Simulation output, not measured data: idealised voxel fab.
The document below concerns the process module designated voxel self aligned vias.
It is cross-section cut that appears here, measuring 185 nm in width, its square cells being 5 nm in size.
Heads up, the way a cross-section reads in here is a grid of square cells, handed over as bands from the top down, with every band being one or more rows of cells.
Basically the band line says how high the top is and how high the bottom is, in nm, and then what's in it from left to right, every material with its width in nm. Empty space shows up as "blank", and if a single material carries "everywhere" it runs the full band edge to edge.
All heights in this document are referenced to 0, defined as the level beneath which the wafer, as received, consists entirely of one material. The lowest band is not bounded below; it extends indefinitely downward and is written in the form "0 down".
A width such as "30->40" changes by the same amount from each row of cells to the next, from the band's top row to its bottom row.
When a step is marked "everything unchanged", none of the cells in the cross-section changed during that step.
In "Non-vented voids" the enclosed voids are listed, meaning empty spaces of 8 cells or larger without any opening to the top. The form is width x height at distance, distance from the left edge, units nm.
Whatever follows a step's settings on its line is a remark the simulator itself makes about that step.
overlay nm: for a step with a mask, the amount by which the mask lay right of where it was planned; a negative amount means left of it.
Steps in the process plan
1) op RECEIVE | material Si
2) op CONFORMAL_DEP | material SiO2 | thk nm 10
3) op CONFORMAL_DEP | material SiCN | thk nm 5
4) op DIRECTIONAL_DEP | material SiO2 | thk nm 25
5) op PATTERN | tone open | mask id LINES | material resist | width nm 25 | pitch nm 55 | thk nm 20 | overlay nm 0
6) op DIRECTIONAL_ETCH | etch materials SiO2 | depth nm 25
7) op STRIP | etch materials resist
8) op CONFORMAL_DEP | material TiN | thk nm 5
9) op FILL_DEP | material Ru | thk nm 5
10) op CMP | height nm 40
11) op SELECTIVE_ETCH | etch materials W Ru TiN | depth nm 5
12) op FILL_DEP | material SiN | thk nm 5
13) op CMP | height nm 40
14) op DIRECTIONAL_DEP | material SiO2 | thk nm 15
15) op DIRECTIONAL_DEP | material aC | thk nm 5
16) op PATTERN | tone open | mask id VIAS | material resist | width nm 35 | thk nm 30 | overlay nm 0
17) op DIRECTIONAL_ETCH | etch materials aC | depth nm 10
18) op STRIP | etch materials resist
19) op DIRECTIONAL_ETCH | etch materials SiO2 | depth nm 15
20) op DIRECTIONAL_ETCH | etch materials SiN | depth nm 5
21) op STRIP | etch materials aC
22) op CONFORMAL_DEP | material TiN | thk nm 5
23) op FILL_DEP | material Cu | thk nm 5
24) op CMP | height nm 55
25) op CONFORMAL_DEP | material SiN | thk nm 5
Among the wafers covered here, the point of difference is the thk nm at step 15; their starting state is shared, and the plan presents the value of the first wafer.
Cross-section of the first of several wafers as received (after step 1)
  0 down  Si everywhere
  Non-vented voids: none
Below: a row per wafer. Contents at end of module: for every material, cells gained since receipt (+) or lost since receipt (-); then closed voids
thk nm 5, +13 Cu, +18 Ru, +37 SiCN, +42 SiN, +299 SiO2, +35 TiN, Non-vented voids: none
thk nm 10, +13 Cu, +18 Ru, +37 SiCN, +42 SiN, +299 SiO2, +35 TiN, Non-vented voids: none
thk nm 15, +18 Ru, +37 SiCN, +47 SiN, +320 SiO2, +22 TiN, Non-vented voids: none
thk nm 20, +18 Ru, +37 SiCN, +47 SiN, +320 SiO2, +22 TiN, Non-vented voids: none
thk nm 25, +18 Ru, +37 SiCN, +47 SiN, +320 SiO2, +22 TiN, Non-vented voids: none
